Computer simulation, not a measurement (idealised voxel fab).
Process module name: voxel transistor to metal
Section shown: cut. Width: 205 nm. Cell size: 5 nm, square.
A cross-section in this document is a grid of square cells, and it is written down as bands, the top band listed before the ones below it; a band is made up of one or more rows of cells.
Band: top height; bottom height; in nm. Then, left to right: material with width in nm, for each material. "all across": a single material spanning edge to edge. "air": empty space.
Below 0: as-received wafer, all one material; heights counted from there. Lowest band: no bottom, goes on down, written "0 and below".
The expression "30->40" gives the width at the extremes of the band, the first number at its top row of cells and the second at its bottom row, with the width changing by equal amounts from each row to the next in between.
"remains unaltered" (step): cross-section cells unchanged, all of them.
The entry "Cavities, closed" lists the empty spaces that cover at least 8 cells and have no open path to the top. Each is written as width x height at distance, where the distance is measured from the left edge and all three values are in nm.
Read whatever lies past the settings on a step's line as the simulator's own remark about the step.
Among the settings permitted on a step's line is "overlay nm"; applied to a step with a mask, it specifies the extent to which the mask lay to the right of its planned position, whereas a negative figure signifies a position to the left.
Before/after cross-section pairs, one process step each; after shown to lowest changed band; step and settings beneath. Pairs may be from different runs of this module on the same starting wafer; a pair continues from the one above only where its "Before processing step" entry says so.
-- Before processing step
35 down to 30: 85 nm air / 5 nm SiN / 5 nm air / 15 nm SiCN / 5 nm air / 5 nm SiN / 85 nm air
30 down to 20: 85 nm air / 5 nm SiN / 5 nm SiO2 / 15 nm SiCN / 5 nm SiO2 / 5 nm SiN / 85 nm air
20 down to 10: 85 nm air / 5 nm SiN / 5 nm SiO2 / 15 nm polySi / 5 nm SiO2 / 5 nm SiN / 85 nm air
10 down to 5: 50 nm air / 5 nm SiN / 30 nm air / 5 nm SiN / 5 nm SiO2 / 15 nm polySi / 5 nm SiO2 / 5 nm SiN / 30 nm air / 5 nm SiN / 50 nm air
5 down to 0: 50 nm SiO2 / 5 nm SiN / 30 nm air / 5 nm SiN / 5 nm SiO2 / 15 nm polySi / 5 nm SiO2 / 5 nm SiN / 30 nm air / 5 nm SiN / 50 nm SiO2
0 down to -5: 55 nm SiO2 / 30 nm air / 35 nm SiO2 / 30 nm air / 55 nm SiO2
-5 down to -20: 50 nm SiO2 / 5 nm Si / 30 nm air / 35 nm Si / 30 nm air / 5 nm Si / 50 nm SiO2
-20 down to -25: 50 nm SiO2 / 105 nm Si / 50 nm SiO2
-25 and below: Si all across
Cavities, closed: none
-- Post-Process Section
35 down to 30: 85 nm air / 5 nm SiN / 5 nm air / 15 nm SiCN / 5 nm air / 5 nm SiN / 85 nm air
30 down to 20: 85 nm air / 5 nm SiN / 5 nm SiO2 / 15 nm SiCN / 5 nm SiO2 / 5 nm SiN / 85 nm air
20 down to 10: 85 nm air / 5 nm SiN / 5 nm SiO2 / 15 nm polySi / 5 nm SiO2 / 5 nm SiN / 85 nm air
10 down to 5: 50 nm air / 5 nm SiN / 30 nm nSi / 5 nm SiN / 5 nm SiO2 / 15 nm polySi / 5 nm SiO2 / 5 nm SiN / 30 nm nSi / 5 nm SiN / 50 nm air
5 down to 0: 50 nm SiO2 / 5 nm SiN / 30 nm nSi / 5 nm SiN / 5 nm SiO2 / 15 nm polySi / 5 nm SiO2 / 5 nm SiN / 30 nm nSi / 5 nm SiN / 50 nm SiO2
0 down to -5: 55 nm SiO2 / 30 nm nSi / 35 nm SiO2 / 30 nm nSi / 55 nm SiO2
-5 down to -20: 50 nm SiO2 / 5 nm Si / 30 nm nSi / 35 nm Si / 30 nm nSi / 5 nm Si / 50 nm SiO2
below -20: unchanged
Cavities, closed: none
So what happened between those two cross-sections up there? EPI (material nSi; thk nm 15)
Before processing step: after-step cross-section of the pair just above applies.
-- Post-Process Section
40 down to 35: SiO2 all across
35 down to 20: 85 nm SiO2 / 5 nm SiN / 5 nm SiO2 / 15 nm SiCN / 5 nm SiO2 / 5 nm SiN / 85 nm SiO2
20 down to 10: 85 nm SiO2 / 5 nm SiN / 5 nm SiO2 / 15 nm polySi / 5 nm SiO2 / 5 nm SiN / 85 nm SiO2
10 down to 0: 50 nm SiO2 / 5 nm SiN / 30 nm nSi / 5 nm SiN / 5 nm SiO2 / 15 nm polySi / 5 nm SiO2 / 5 nm SiN / 30 nm nSi / 5 nm SiN / 50 nm SiO2
below 0: unchanged
Cavities, closed: none
So what happened between those two cross-sections up there? FILL_DEP (material SiO2; thk nm 5)
Before processing step: after-step cross-section of the pair just above applies.
-- Post-Process Section
35 down to 20: 85 nm SiO2 / 5 nm SiN / 5 nm SiO2 / 15 nm SiCN / 5 nm SiO2 / 5 nm SiN / 85 nm SiO2
below 20: unchanged
Cavities, closed: none
So what happened between those two cross-sections up there? CMP (height nm 35)
Before processing step: after-step cross-section of the pair just above applies.
-- Post-Process Section
50 down to 35: SiO2 all across
below 35: unchanged
Cavities, closed: none
So what happened between those two cross-sections up there? DIRECTIONAL_DEP (material SiO2; thk nm 15)
Before processing step: after-step cross-section of the pair just above applies.
-- Post-Process Section
65 down to 50: aC all across
below 50: unchanged
Cavities, closed: none
So what happened between those two cross-sections up there? DIRECTIONAL_DEP (material aC; thk nm 15)
Before processing step: after-step cross-section of the pair just above applies.
-- Post-Process Section
95 down to 65: 55 nm resist / 35 nm air / 25 nm resist / 35 nm air / 55 nm resist
below 65: unchanged
Cavities, closed: none
So what happened between those two cross-sections up there? PATTERN (tone open; mask id CONTACT; material resist; width nm 35; pitch nm 60; thk nm 30; overlay nm 0)
Before processing step: after-step cross-section of the pair just above applies.
-- Post-Process Section
80 down to 65: 55 nm resist / 35 nm air / 25 nm resist / 35 nm air / 55 nm resist
65 down to 50: 55 nm aC / 35 nm air / 25 nm aC / 35 nm air / 55 nm aC
below 50: unchanged
Cavities, closed: none
So what happened between those two cross-sections up there? DIRECTIONAL_ETCH (etch materials aC; depth nm 15)
Before processing step: after-step cross-section of the pair just above applies.
-- Post-Process Section
65 down to 50: 55 nm aC / 35 nm air / 25 nm aC / 35 nm air / 55 nm aC
below 50: unchanged
Cavities, closed: none
So what happened between those two cross-sections up there? STRIP (etch materials resist)
Before processing step: after-step cross-section of the pair just above applies.
-- Post-Process Section
65 down to 50: 55 nm aC / 35 nm air / 25 nm aC / 35 nm air / 55 nm aC
50 down to 35: 55 nm SiO2 / 35 nm air / 25 nm SiO2 / 35 nm air / 55 nm SiO2
35 down to 20: 55 nm SiO2 / 30 nm air / 5 nm SiN / 5 nm SiO2 / 15 nm SiCN / 5 nm SiO2 / 5 nm SiN / 30 nm air / 55 nm SiO2
20 down to 10: 55 nm SiO2 / 30 nm air / 5 nm SiN / 5 nm SiO2 / 15 nm polySi / 5 nm SiO2 / 5 nm SiN / 30 nm air / 55 nm SiO2
below 10: unchanged
Cavities, closed: none
So what happened between those two cross-sections up there? DIRECTIONAL_ETCH (etch materials SiO2; depth nm 40)
Before processing step: after-step cross-section of the pair just above applies.
-- Post-Process Section
50 down to 35: 55 nm SiO2 / 35 nm air / 25 nm SiO2 / 35 nm air / 55 nm SiO2
below 35: unchanged
Cavities, closed: none
So what happened between those two cross-sections up there? STRIP (etch materials aC)
Before processing step: after-step cross-section of the pair just above applies.
-- Post-Process Section
55 down to 50: 60 nm TiN / 25 nm air / 35 nm TiN / 25 nm air / 60 nm TiN
50 down to 40: 55 nm SiO2 / 5 nm TiN / 25 nm air / 5 nm TiN / 25 nm SiO2 / 5 nm TiN / 25 nm air / 5 nm TiN / 55 nm SiO2
40 down to 35: 55 nm SiO2 / 5 nm TiN / 20 nm air / 10 nm TiN / 25 nm SiO2 / 10 nm TiN / 20 nm air / 5 nm TiN / 55 nm SiO2
35 down to 20: 55 nm SiO2 / 5 nm TiN / 20 nm air / 5 nm TiN / 5 nm SiN / 5 nm SiO2 / 15 nm SiCN / 5 nm SiO2 / 5 nm SiN / 5 nm TiN / 20 nm air / 5 nm TiN / 55 nm SiO2
20 down to 15: 55 nm SiO2 / 5 nm TiN / 20 nm air / 5 nm TiN / 5 nm SiN / 5 nm SiO2 / 15 nm polySi / 5 nm SiO2 / 5 nm SiN / 5 nm TiN / 20 nm air / 5 nm TiN / 55 nm SiO2
15 down to 10: 55 nm SiO2 / 30 nm TiN / 5 nm SiN / 5 nm SiO2 / 15 nm polySi / 5 nm SiO2 / 5 nm SiN / 30 nm TiN / 55 nm SiO2
below 10: unchanged
Cavities, closed: none
So what happened between those two cross-sections up there? CONFORMAL_DEP (material TiN; thk nm 5)
Before processing step: after-step cross-section of the pair just above applies.
-- Post-Process Section
65 down to 55: Ru all across
55 down to 50: 60 nm TiN / 25 nm Ru / 35 nm TiN / 25 nm Ru / 60 nm TiN
50 down to 40: 55 nm SiO2 / 5 nm TiN / 25 nm Ru / 5 nm TiN / 25 nm SiO2 / 5 nm TiN / 25 nm Ru / 5 nm TiN / 55 nm SiO2
40 down to 35: 55 nm SiO2 / 5 nm TiN / 20 nm Ru / 10 nm TiN / 25 nm SiO2 / 10 nm TiN / 20 nm Ru / 5 nm TiN / 55 nm SiO2
35 down to 20: 55 nm SiO2 / 5 nm TiN / 20 nm Ru / 5 nm TiN / 5 nm SiN / 5 nm SiO2 / 15 nm SiCN / 5 nm SiO2 / 5 nm SiN / 5 nm TiN / 20 nm Ru / 5 nm TiN / 55 nm SiO2
20 down to 15: 55 nm SiO2 / 5 nm TiN / 20 nm Ru / 5 nm TiN / 5 nm SiN / 5 nm SiO2 / 15 nm polySi / 5 nm SiO2 / 5 nm SiN / 5 nm TiN / 20 nm Ru / 5 nm TiN / 55 nm SiO2
below 15: unchanged
Cavities, closed: none
So what happened between those two cross-sections up there? FILL_DEP (material Ru; thk nm 10)
Before processing step: after-step cross-section of the pair just above applies.
-- Post-Process Section
50 down to 40: 55 nm SiO2 / 5 nm TiN / 25 nm Ru / 5 nm TiN / 25 nm SiO2 / 5 nm TiN / 25 nm Ru / 5 nm TiN / 55 nm SiO2
below 40: unchanged
Cavities, closed: none
So what happened between those two cross-sections up there? CMP (height nm 50)
Before processing step: after-step cross-section of the pair just above applies.
-- Post-Process Section
55 down to 50: TiN all across
below 50: unchanged
Cavities, closed: none
So what happened between those two cross-sections up there? DIRECTIONAL_DEP (material TiN; thk nm 5)
Before processing step: after-step cross-section of the pair just above applies.
-- Post-Process Section
70 down to 55: W all across
below 55: unchanged
Cavities, closed: none
So what happened between those two cross-sections up there? DIRECTIONAL_DEP (material W; thk nm 15)
Before processing step: after-step cross-section of the pair just above applies.
-- Post-Process Section
85 down to 70: 55 nm air / 20 nm resist / 55 nm air / 20 nm resist / 55 nm air
below 70: unchanged
Cavities, closed: none
So what happened between those two cross-sections up there? PATTERN (tone cover; mask id METAL_1; material resist; width nm 20; pitch nm 75; thk nm 15; overlay nm 0)
Before processing step: after-step cross-section of the pair just above applies.
-- Post-Process Section
85 down to 70: 55 nm air / 20 nm resist / 55 nm air / 20 nm resist / 55 nm air
70 down to 55: 55 nm air / 20 nm W / 55 nm air / 20 nm W / 55 nm air
below 55: unchanged
Cavities, closed: none
So what happened between those two cross-sections up there? DIRECTIONAL_ETCH (etch materials W; depth nm 15)
Before processing step: after-step cross-section of the pair just above applies.
-- Post-Process Section
85 down to 70: 55 nm air / 20 nm resist / 55 nm air / 20 nm resist / 55 nm air
70 down to 55: 55 nm air / 20 nm W / 55 nm air / 20 nm W / 55 nm air
55 down to 50: 55 nm air / 20 nm TiN / 55 nm air / 20 nm TiN / 55 nm air
below 50: unchanged
Cavities, closed: none
So what happened between those two cross-sections up there? DIRECTIONAL_ETCH (etch materials TiN; depth nm 5)
Before processing step: after-step cross-section of the pair just above applies.
-- Post-Process Section
70 down to 55: 55 nm air / 20 nm W / 55 nm air / 20 nm W / 55 nm air
below 55: unchanged
Cavities, closed: none
So what happened between those two cross-sections up there? STRIP (etch materials resist)
Before processing step: after-step cross-section of the pair just above applies.
-- Post-Process Section
75 down to 70: lowk all across
70 down to 55: 55 nm lowk / 20 nm W / 55 nm lowk / 20 nm W / 55 nm lowk
55 down to 50: 55 nm lowk / 20 nm TiN / 55 nm lowk / 20 nm TiN / 55 nm lowk
below 50: unchanged
Cavities, closed: none
So what happened between those two cross-sections up there? FILL_DEP (material lowk; thk nm 5)
Before processing step: after-step cross-section of the pair just above applies.
-- Post-Process Section
70 down to 55: 55 nm lowk / 20 nm W / 55 nm lowk / 20 nm W / 55 nm lowk
below 55: unchanged
Cavities, closed: none
So what happened between those two cross-sections up there? CMP (height nm 70)
Before processing step: after-step cross-section of the pair just above applies.
-- Post-Process Section
75 down to 70: SiN all across
below 70: unchanged
Cavities, closed: none
So what happened between those two cross-sections up there? CONFORMAL_DEP (material SiN; thk nm 5)
-- Before processing step
20 down to 5: SiN all across
5 down to 0: SiO2 all across
0 and below: Si all across
Cavities, closed: none
-- Post-Process Section
20 down to 5: 45 nm air / 115 nm SiN / 45 nm air
below 5: unchanged
Cavities, closed: none
So what happened between those two cross-sections up there? MASKED_ETCH (tone cover; mask id ACTIVE; width nm 115; etch materials SiN; depth nm 15; overlay nm 0)
Before processing step: after-step cross-section of the pair just above applies.
-- Post-Process Section
20 down to 5: 45 nm air / 115 nm SiN / 45 nm air
5 down to 0: 45 nm air / 115 nm SiO2 / 45 nm air
below 0: unchanged
Cavities, closed: none
So what happened between those two cross-sections up there? MASKED_ETCH (tone cover; mask id ACTIVE; width nm 105; etch materials SiO2; depth nm 5; overlay nm 0)
Before processing step: after-step cross-section of the pair just above applies.
-- Post-Process Section
20 down to 5: 45 nm air / 115 nm SiN / 45 nm air
5 down to 0: 45 nm air / 115 nm SiO2 / 45 nm air
0 down to -35: 45 nm air / 115 nm Si / 45 nm air
below -35: unchanged
Cavities, closed: none
So what happened between those two cross-sections up there? MASKED_ETCH (tone cover; mask id ACTIVE; width nm 105; etch materials Si; depth nm 35; overlay nm 0)
Before processing step: after-step cross-section of the pair just above applies.
-- Post-Process Section
35 down to 20: SiO2 all across
20 down to 5: 45 nm SiO2 / 115 nm SiN / 45 nm SiO2
5 down to 0: SiO2 all across
0 down to -35: 45 nm SiO2 / 115 nm Si / 45 nm SiO2
below -35: unchanged
Cavities, closed: none
So what happened between those two cross-sections up there? FILL_DEP (material SiO2; thk nm 15)
Before processing step: after-step cross-section of the pair just above applies.
-- Post-Process Section
20 down to 5: 45 nm SiO2 / 115 nm SiN / 45 nm SiO2
below 5: unchanged
Cavities, closed: none
So what happened between those two cross-sections up there? CMP (height nm 20)
Before processing step: after-step cross-section of the pair just above applies.
-- Post-Process Section
20 down to 15: 45 nm air / 115 nm SiN / 45 nm air
below 15: unchanged
Cavities, closed: none
So what happened between those two cross-sections up there? SELECTIVE_ETCH (etch materials SiO2; depth nm 5)
Before processing step: after-step cross-section of the pair just above applies.
-- Post-Process Section
15 down to 5: 45 nm SiO2 / 115 nm air / 45 nm SiO2
below 5: unchanged
Cavities, closed: none
So what happened between those two cross-sections up there? STRIP (etch materials SiN)
Before processing step: after-step cross-section of the pair just above applies.
-- Post-Process Section
10 down to 0: 40 nm SiO2 / 125 nm air / 40 nm SiO2
below 0: unchanged
Cavities, closed: none
So what happened between those two cross-sections up there? SELECTIVE_ETCH (etch materials SiO2; depth nm 5)
Before processing step: after-step cross-section of the pair just above applies.
-- Post-Process Section
10 down to 0: 40 nm SiO2 / 125 nm air / 40 nm SiO2
0 down to -5: SiO2 all across
below -5: unchanged
Cavities, closed: none
So what happened between those two cross-sections up there? OXIDIZE (depth nm 5)
Before processing step: after-step cross-section of the pair just above applies.
-- Post-Process Section
30 down to 20: 40 nm polySi / 125 nm air / 40 nm polySi
20 down to 10: polySi all across
10 down to 0: 40 nm SiO2 / 125 nm polySi / 40 nm SiO2
below 0: unchanged
Cavities, closed: none
So what happened between those two cross-sections up there? DIRECTIONAL_DEP (material polySi; thk nm 20)
Before processing step: after-step cross-section of the pair just above applies.
-- Post-Process Section
45 down to 35: 40 nm SiCN / 125 nm air / 40 nm SiCN
35 down to 30: SiCN all across
30 down to 20: 40 nm polySi / 125 nm SiCN / 40 nm polySi
below 20: unchanged
Cavities, closed: none
So what happened between those two cross-sections up there? DIRECTIONAL_DEP (material SiCN; thk nm 15)
Before processing step: after-step cross-section of the pair just above applies.
-- Post-Process Section
55 down to 45: 40 nm aC / 125 nm air / 40 nm aC
45 down to 35: 40 nm SiCN / 125 nm aC / 40 nm SiCN
below 35: unchanged
Cavities, closed: none
So what happened between those two cross-sections up there? DIRECTIONAL_DEP (material aC; thk nm 10)
Before processing step: after-step cross-section of the pair just above applies.
-- Post-Process Section
85 down to 55: 95 nm air / 15 nm resist / 95 nm air
55 down to 45: 40 nm aC / 55 nm air / 15 nm resist / 55 nm air / 40 nm aC
below 45: unchanged
Cavities, closed: none
So what happened between those two cross-sections up there? PATTERN (tone cover; mask id GATE; material resist; width nm 15; thk nm 30; overlay nm 0)
Before processing step: after-step cross-section of the pair just above applies.
-- Post-Process Section
75 down to 45: 95 nm air / 15 nm resist / 95 nm air
45 down to 35: 40 nm SiCN / 55 nm air / 15 nm aC / 55 nm air / 40 nm SiCN
below 35: unchanged
Cavities, closed: none
So what happened between those two cross-sections up there? DIRECTIONAL_ETCH (etch materials aC; depth nm 10)
Before processing step: after-step cross-section of the pair just above applies.
-- Post-Process Section
45 down to 35: 40 nm SiCN / 55 nm air / 15 nm aC / 55 nm air / 40 nm SiCN
below 35: unchanged
Cavities, closed: none
So what happened between those two cross-sections up there? STRIP (etch materials resist)
Before processing step: after-step cross-section of the pair just above applies.
-- Post-Process Section
45 down to 35: 95 nm air / 15 nm aC / 95 nm air
35 down to 30: 95 nm air / 15 nm SiCN / 95 nm air
30 down to 20: 40 nm polySi / 55 nm air / 15 nm SiCN / 55 nm air / 40 nm polySi
below 20: unchanged
Cavities, closed: none
So what happened between those two cross-sections up there? DIRECTIONAL_ETCH (etch materials SiCN; depth nm 25)
Before processing step: after-step cross-section of the pair just above applies.
-- Post-Process Section
45 down to 35: 95 nm air / 15 nm aC / 95 nm air
35 down to 20: 95 nm air / 15 nm SiCN / 95 nm air
20 down to 10: 95 nm air / 15 nm polySi / 95 nm air
10 down to 0: 40 nm SiO2 / 55 nm air / 15 nm polySi / 55 nm air / 40 nm SiO2
below 0: unchanged
Cavities, closed: none
So what happened between those two cross-sections up there? DIRECTIONAL_ETCH (etch materials polySi; depth nm 30)
Before processing step: after-step cross-section of the pair just above applies.
-- Post-Process Section
35 down to 20: 95 nm air / 15 nm SiCN / 95 nm air
below 20: unchanged
Cavities, closed: none
So what happened between those two cross-sections up there? STRIP (etch materials aC)
Before processing step: after-step cross-section of the pair just above applies.
-- Post-Process Section
40 down to 35: 90 nm air / 25 nm SiO2 / 90 nm air
35 down to 20: 90 nm air / 5 nm SiO2 / 15 nm SiCN / 5 nm SiO2 / 90 nm air
20 down to 15: 90 nm air / 5 nm SiO2 / 15 nm polySi / 5 nm SiO2 / 90 nm air
15 down to 5: 45 nm SiO2 / 45 nm air / 5 nm SiO2 / 15 nm polySi / 5 nm SiO2 / 45 nm air / 45 nm SiO2
5 down to 0: 95 nm SiO2 / 15 nm polySi / 95 nm SiO2
below 0: unchanged
Cavities, closed: none
So what happened between those two cross-sections up there? CONFORMAL_DEP (material SiO2; thk nm 5)
Before processing step: after-step cross-section of the pair just above applies.
-- Post-Process Section
35 down to 20: 90 nm air / 5 nm SiO2 / 15 nm SiCN / 5 nm SiO2 / 90 nm air
20 down to 10: 90 nm air / 5 nm SiO2 / 15 nm polySi / 5 nm SiO2 / 90 nm air
10 down to 0: 45 nm SiO2 / 45 nm air / 5 nm SiO2 / 15 nm polySi / 5 nm SiO2 / 45 nm air / 45 nm SiO2
below 0: unchanged
Cavities, closed: none
So what happened between those two cross-sections up there? DIRECTIONAL_ETCH (etch materials SiO2; depth nm 5)
Before processing step: after-step cross-section of the pair just above applies.
-- Post-Process Section
40 down to 35: 85 nm air / 35 nm SiN / 85 nm air
35 down to 20: 85 nm air / 5 nm SiN / 5 nm SiO2 / 15 nm SiCN / 5 nm SiO2 / 5 nm SiN / 85 nm air
20 down to 15: 85 nm air / 5 nm SiN / 5 nm SiO2 / 15 nm polySi / 5 nm SiO2 / 5 nm SiN / 85 nm air
15 down to 10: 50 nm SiN / 35 nm air / 5 nm SiN / 5 nm SiO2 / 15 nm polySi / 5 nm SiO2 / 5 nm SiN / 35 nm air / 50 nm SiN
10 down to 5: 45 nm SiO2 / 5 nm SiN / 35 nm air / 5 nm SiN / 5 nm SiO2 / 15 nm polySi / 5 nm SiO2 / 5 nm SiN / 35 nm air / 5 nm SiN / 45 nm SiO2
5 down to 0: 45 nm SiO2 / 45 nm SiN / 5 nm SiO2 / 15 nm polySi / 5 nm SiO2 / 45 nm SiN / 45 nm SiO2
below 0: unchanged
Cavities, closed: none
So what happened between those two cross-sections up there? CONFORMAL_DEP (material SiN; thk nm 5)
Before processing step: after-step cross-section of the pair just above applies.
-- Post-Process Section
35 down to 20: 85 nm air / 5 nm SiN / 5 nm SiO2 / 15 nm SiCN / 5 nm SiO2 / 5 nm SiN / 85 nm air
20 down to 10: 85 nm air / 5 nm SiN / 5 nm SiO2 / 15 nm polySi / 5 nm SiO2 / 5 nm SiN / 85 nm air
10 down to 0: 45 nm SiO2 / 5 nm SiN / 35 nm air / 5 nm SiN / 5 nm SiO2 / 15 nm polySi / 5 nm SiO2 / 5 nm SiN / 35 nm air / 5 nm SiN / 45 nm SiO2
below 0: unchanged
Cavities, closed: none
So what happened between those two cross-sections up there? DIRECTIONAL_ETCH (etch materials SiN; depth nm 5)
Before processing step: after-step cross-section of the pair just above applies.
-- Post-Process Section
35 down to 30: 85 nm air / 5 nm SiN / 5 nm air / 15 nm SiCN / 5 nm air / 5 nm SiN / 85 nm air
30 down to 20: 85 nm air / 5 nm SiN / 5 nm SiO2 / 15 nm SiCN / 5 nm SiO2 / 5 nm SiN / 85 nm air
20 down to 10: 85 nm air / 5 nm SiN / 5 nm SiO2 / 15 nm polySi / 5 nm SiO2 / 5 nm SiN / 85 nm air
10 down to 5: 45 nm air / 5 nm SiN / 35 nm air / 5 nm SiN / 5 nm SiO2 / 15 nm polySi / 5 nm SiO2 / 5 nm SiN / 35 nm air / 5 nm SiN / 45 nm air
5 down to 0: 45 nm SiO2 / 5 nm SiN / 35 nm air / 5 nm SiN / 5 nm SiO2 / 15 nm polySi / 5 nm SiO2 / 5 nm SiN / 35 nm air / 5 nm SiN / 45 nm SiO2
0 down to -5: 50 nm SiO2 / 35 nm air / 35 nm SiO2 / 35 nm air / 50 nm SiO2
below -5: unchanged
Cavities, closed: none
So what happened between those two cross-sections up there? DIRECTIONAL_ETCH (etch materials SiO2; depth nm 5)
Before processing step: after-step cross-section of the pair just above applies.
-- Post-Process Section
35 down to 30: 85 nm air / 5 nm SiN / 5 nm air / 15 nm SiCN / 5 nm air / 5 nm SiN / 85 nm air
30 down to 20: 85 nm air / 5 nm SiN / 5 nm SiO2 / 15 nm SiCN / 5 nm SiO2 / 5 nm SiN / 85 nm air
20 down to 10: 85 nm air / 5 nm SiN / 5 nm SiO2 / 15 nm polySi / 5 nm SiO2 / 5 nm SiN / 85 nm air
10 down to 5: 45 nm air / 5 nm SiN / 35 nm air / 5 nm SiN / 5 nm SiO2 / 15 nm polySi / 5 nm SiO2 / 5 nm SiN / 35 nm air / 5 nm SiN / 45 nm air
5 down to 0: 45 nm SiO2 / 5 nm SiN / 35 nm air / 5 nm SiN / 5 nm SiO2 / 15 nm polySi / 5 nm SiO2 / 5 nm SiN / 35 nm air / 5 nm SiN / 45 nm SiO2
0 down to -5: 50 nm SiO2 / 35 nm air / 35 nm SiO2 / 35 nm air / 50 nm SiO2
-5 down to -20: 45 nm SiO2 / 5 nm Si / 35 nm air / 35 nm Si / 35 nm air / 5 nm Si / 45 nm SiO2
below -20: unchanged
Cavities, closed: none
So what happened between those two cross-sections up there? DIRECTIONAL_ETCH (etch materials Si; depth nm 15)
Before processing step: after-step cross-section of the pair just above applies.
-- Post-Process Section
35 down to 30: 85 nm air / 5 nm SiN / 5 nm air / 15 nm SiCN / 5 nm air / 5 nm SiN / 85 nm air
30 down to 20: 85 nm air / 5 nm SiN / 5 nm SiO2 / 15 nm SiCN / 5 nm SiO2 / 5 nm SiN / 85 nm air
20 down to 10: 85 nm air / 5 nm SiN / 5 nm SiO2 / 15 nm polySi / 5 nm SiO2 / 5 nm SiN / 85 nm air
10 down to 5: 45 nm air / 5 nm SiN / 15 nm nSi / 5 nm air / 15 nm nSi / 5 nm SiN / 5 nm SiO2 / 15 nm polySi / 5 nm SiO2 / 5 nm SiN / 15 nm nSi / 5 nm air / 15 nm nSi / 5 nm SiN / 45 nm air
5 down to 0: 45 nm SiO2 / 5 nm SiN / 15 nm nSi / 5 nm air / 15 nm nSi / 5 nm SiN / 5 nm SiO2 / 15 nm polySi / 5 nm SiO2 / 5 nm SiN / 15 nm nSi / 5 nm air / 15 nm nSi / 5 nm SiN / 45 nm SiO2
0 down to -5: 50 nm SiO2 / 15 nm nSi / 5 nm air / 15 nm nSi / 35 nm SiO2 / 15 nm nSi / 5 nm air / 15 nm nSi / 50 nm SiO2
-5 down to -20: 45 nm SiO2 / 5 nm Si / 35 nm nSi / 35 nm Si / 35 nm nSi / 5 nm Si / 45 nm SiO2
below -20: unchanged
Cavities, closed: none
So what happened between those two cross-sections up there? EPI (material nSi; thk nm 15)
Before processing step: after-step cross-section of the pair just above applies.
-- Post-Process Section
40 down to 35: SiO2 all across
35 down to 20: 85 nm SiO2 / 5 nm SiN / 5 nm SiO2 / 15 nm SiCN / 5 nm SiO2 / 5 nm SiN / 85 nm SiO2
20 down to 10: 85 nm SiO2 / 5 nm SiN / 5 nm SiO2 / 15 nm polySi / 5 nm SiO2 / 5 nm SiN / 85 nm SiO2
10 down to 0: 45 nm SiO2 / 5 nm SiN / 15 nm nSi / 5 nm SiO2 / 15 nm nSi / 5 nm SiN / 5 nm SiO2 / 15 nm polySi / 5 nm SiO2 / 5 nm SiN / 15 nm nSi / 5 nm SiO2 / 15 nm nSi / 5 nm SiN / 45 nm SiO2
0 down to -5: 50 nm SiO2 / 15 nm nSi / 5 nm SiO2 / 15 nm nSi / 35 nm SiO2 / 15 nm nSi / 5 nm SiO2 / 15 nm nSi / 50 nm SiO2
below -5: unchanged
Cavities, closed: none
So what happened between those two cross-sections up there? FILL_DEP (material SiO2; thk nm 5)
Before processing step: after-step cross-section of the pair just above applies.
-- Post-Process Section
35 down to 20: 85 nm SiO2 / 5 nm SiN / 5 nm SiO2 / 15 nm SiCN / 5 nm SiO2 / 5 nm SiN / 85 nm SiO2
below 20: unchanged
Cavities, closed: none
So what happened between those two cross-sections up there? CMP (height nm 35)
Before processing step: after-step cross-section of the pair just above applies.
-- Post-Process Section
50 down to 35: SiO2 all across
below 35: unchanged
Cavities, closed: none
So what happened between those two cross-sections up there? DIRECTIONAL_DEP (material SiO2; thk nm 15)
Before processing step: after-step cross-section of the pair just above applies.
-- Post-Process Section
65 down to 50: aC all across
below 50: unchanged
Cavities, closed: none
So what happened between those two cross-sections up there? DIRECTIONAL_DEP (material aC; thk nm 15)
Before processing step: after-step cross-section of the pair just above applies.
-- Post-Process Section
95 down to 65: 55 nm resist / 35 nm air / 25 nm resist / 35 nm air / 55 nm resist
below 65: unchanged
Cavities, closed: none
So what happened between those two cross-sections up there? PATTERN (tone open; mask id CONTACT; material resist; width nm 35; pitch nm 60; thk nm 30; overlay nm 0)
Before processing step: after-step cross-section of the pair just above applies.
-- Post-Process Section
80 down to 65: 55 nm resist / 35 nm air / 25 nm resist / 35 nm air / 55 nm resist
65 down to 50: 55 nm aC / 35 nm air / 25 nm aC / 35 nm air / 55 nm aC
below 50: unchanged
Cavities, closed: none
So what happened between those two cross-sections up there? DIRECTIONAL_ETCH (etch materials aC; depth nm 15)
Before processing step: after-step cross-section of the pair just above applies.
-- Post-Process Section
65 down to 50: 55 nm aC / 35 nm air / 25 nm aC / 35 nm air / 55 nm aC
below 50: unchanged
Cavities, closed: none
So what happened between those two cross-sections up there? STRIP (etch materials resist)
Before processing step: after-step cross-section of the pair just above applies.
-- Post-Process Section
65 down to 50: 55 nm aC / 35 nm air / 25 nm aC / 35 nm air / 55 nm aC
50 down to 35: 55 nm SiO2 / 35 nm air / 25 nm SiO2 / 35 nm air / 55 nm SiO2
35 down to 20: 55 nm SiO2 / 30 nm air / 5 nm SiN / 5 nm SiO2 / 15 nm SiCN / 5 nm SiO2 / 5 nm SiN / 30 nm air / 55 nm SiO2
20 down to 10: 55 nm SiO2 / 30 nm air / 5 nm SiN / 5 nm SiO2 / 15 nm polySi / 5 nm SiO2 / 5 nm SiN / 30 nm air / 55 nm SiO2
below 10: unchanged
Cavities, closed: none
So what happened between those two cross-sections up there? DIRECTIONAL_ETCH (etch materials SiO2; depth nm 40)
Before processing step: after-step cross-section of the pair just above applies.
-- Post-Process Section
50 down to 35: 55 nm SiO2 / 35 nm air / 25 nm SiO2 / 35 nm air / 55 nm SiO2
below 35: unchanged
Cavities, closed: none
So what happened between those two cross-sections up there? STRIP (etch materials aC)
Before processing step: after-step cross-section of the pair just above applies.
-- Post-Process Section
55 down to 50: 60 nm TiN / 25 nm air / 35 nm TiN / 25 nm air / 60 nm TiN
50 down to 40: 55 nm SiO2 / 5 nm TiN / 25 nm air / 5 nm TiN / 25 nm SiO2 / 5 nm TiN / 25 nm air / 5 nm TiN / 55 nm SiO2
40 down to 35: 55 nm SiO2 / 5 nm TiN / 20 nm air / 10 nm TiN / 25 nm SiO2 / 10 nm TiN / 20 nm air / 5 nm TiN / 55 nm SiO2
35 down to 20: 55 nm SiO2 / 5 nm TiN / 20 nm air / 5 nm TiN / 5 nm SiN / 5 nm SiO2 / 15 nm SiCN / 5 nm SiO2 / 5 nm SiN / 5 nm TiN / 20 nm air / 5 nm TiN / 55 nm SiO2
20 down to 15: 55 nm SiO2 / 5 nm TiN / 20 nm air / 5 nm TiN / 5 nm SiN / 5 nm SiO2 / 15 nm polySi / 5 nm SiO2 / 5 nm SiN / 5 nm TiN / 20 nm air / 5 nm TiN / 55 nm SiO2
15 down to 10: 55 nm SiO2 / 30 nm TiN / 5 nm SiN / 5 nm SiO2 / 15 nm polySi / 5 nm SiO2 / 5 nm SiN / 30 nm TiN / 55 nm SiO2
below 10: unchanged
Cavities, closed: none
So what happened between those two cross-sections up there? CONFORMAL_DEP (material TiN; thk nm 5)
